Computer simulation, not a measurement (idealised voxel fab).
Herein follows the process module entitled voxel released beams.
Each square cell in cross-section cut measures 5 nm, and the section as a whole is 180 nm wide.
When this document writes out a cross-section, it uses a grid of square cells and lists it as bands, beginning at the top and moving down, with a band standing for one or more rows of cells.
For a band, the entry starts with two heights in nm, that of the top and then that of the bottom, and carries on with the band's materials in order from left to right, each alongside its width in nm; the word "all across" beside a single material means it fills the band edge to edge, and "blank" means empty space.
Heads up on the height convention: 0 is the point under which the incoming wafer is all one material, and the lowest band has no bottom, it just keeps going down, like "0..down".
The expression "30 to 40" gives the width at the extremes of the band, the first number at its top row of cells and the second at its bottom row, with the width changing by equal amounts from each row to the next in between.
"no modifications", as given for a step, is the statement that not any cell of the cross-section underwent a change during that step.
In the "Closed cavity list" entry, you get each enclosed empty space of 8 cells or more, one with no open way to the top, written width x height at distance, distance from the left edge, in nm.
Note: text after step settings on the step line = simulator remark on that step.
overlay nm: where the mask lay relative to plan, measured to the right, on steps with a mask; negatives go left.

Planned process steps:
- 1: RECEIVE,material Si
- 2: CONFORMAL_DEP,material Al2O3,thk nm 10
- 3: DIRECTIONAL_DEP,material SiO2,thk nm 10
- 4: PATTERN,tone open,mask id ANCHOR,material resist,width nm 30,thk nm 15,overlay nm 0
- 5: DIRECTIONAL_ETCH,etch materials SiO2,depth nm 10
- 6: STRIP,etch materials resist
- 7: CONFORMAL_DEP,material SiN,thk nm 10
- 8: PATTERN,tone cover,mask id BEAM,material resist,width nm 100,thk nm 20,overlay nm 0
- 9: DIRECTIONAL_ETCH,etch materials SiN,depth nm 10
- 10: STRIP,etch materials resist
- 11: STRIP,etch materials SiO2

Received-state cross-section, reflecting completion of step 1:
- 0..down = Si all across
- Closed cavity list: none

As-planned run: cross-section of the first of two wafers at end of module:
- 30..20 = blank: 35 / SiN: 15 / blank: 10 / SiN: 75 / blank: 45
- 20..10 = blank: 40 / SiN: 30 / blank: 110
- 10..0 = Al2O3 all across
- 0..down = Si all across
- Closed cavity list: none

Same start, same plan as the first wafer - but one mistake in the run. Cross-section of the second of the two at the end of the module:
- 20..10 = blank: 35 / SiN: 15 / blank: 10 / SiN: 75 / blank: 45
- 10..0 = blank: 40 / SiN: 30 / blank: 110
- 0..down = Si all across
- Closed cavity list: none
The mistake made against the process plan was this: plan step 2 was not performed, having been skipped
Wafer comparison, final, in cells, second relative to first, materials more or fewer: -72 Al2O3
